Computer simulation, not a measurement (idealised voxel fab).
process module | voxel air gaps
cross-section cut | 265 nm wide | cells 5 nm
A cross-section is a grid of square cells, given in bands from the top down. A band is one or more rows of cells.
Each band's line starts with the height of the band's top and of its bottom, in nm. Then come its materials from left to right, each with its width in nm. One material with "throughout" fills the band from edge to edge. "air" is empty space.
Height 0 is the level under which the wafer as received is all one material. The lowest band goes on downwards, as in "0 down".
A width such as "30 to 40" changes by the same amount from each row of cells to the next, from the band's top row to its bottom row.
"no change" after a step means that no cell of the cross-section changed.
closed voids: empty space of 8 cells or more with no open way to the top, each as width x height at its distance from the left edge, in nm
after a step's settings: what the simulator itself notes on the step
overlay nm, on a step with a mask: how far to the right of its planned place the mask lay; to the left if negative
plan
1 op RECEIVE | material Si
2 op CONFORMAL_DEP | material SiO2 | thk nm 15
3 op CONFORMAL_DEP | material SiCN | thk nm 5
4 op DIRECTIONAL_DEP | material lowk | thk nm 35
5 op MASKED_ETCH | tone open | mask id LINES | width nm 20 | pitch nm 50 | etch materials lowk | depth nm 35 | overlay nm 0
6 op CONFORMAL_DEP | material TiN | thk nm 5
7 op FILL_DEP | material Ru | thk nm 5
8 op CMP | height nm 55
9 op EPI | material Ru | thk nm 10
10 op SELECTIVE_ETCH | etch materials lowk | depth nm 45
11 op CONFORMAL_DEP | material SiCN | thk nm 5
as received, after step 1
  0 down: Si throughout
  closed voids: none
a wafer at the end: this start, this plan, one mistake
  70 to 65: SiCN throughout
  65 to 55: Ru throughout
  55 to 50: TiN 75 | Ru 10 | TiN 40 | Ru 10 | TiN 40 | Ru 10 | TiN 80
  50 to 20: lowk 70 | TiN 5 | Ru 10 | TiN 5 | lowk 30 | TiN 5 | Ru 10 | TiN 5 | lowk 30 | TiN 5 | Ru 10 | TiN 5 | lowk 75
  20 to 15: lowk 70 | TiN 20 | lowk 30 | TiN 20 | lowk 30 | TiN 20 | lowk 75
  15 to 0: SiO2 throughout
  0 down: Si throughout
  closed voids: none
what went wrong: step 3 was left out
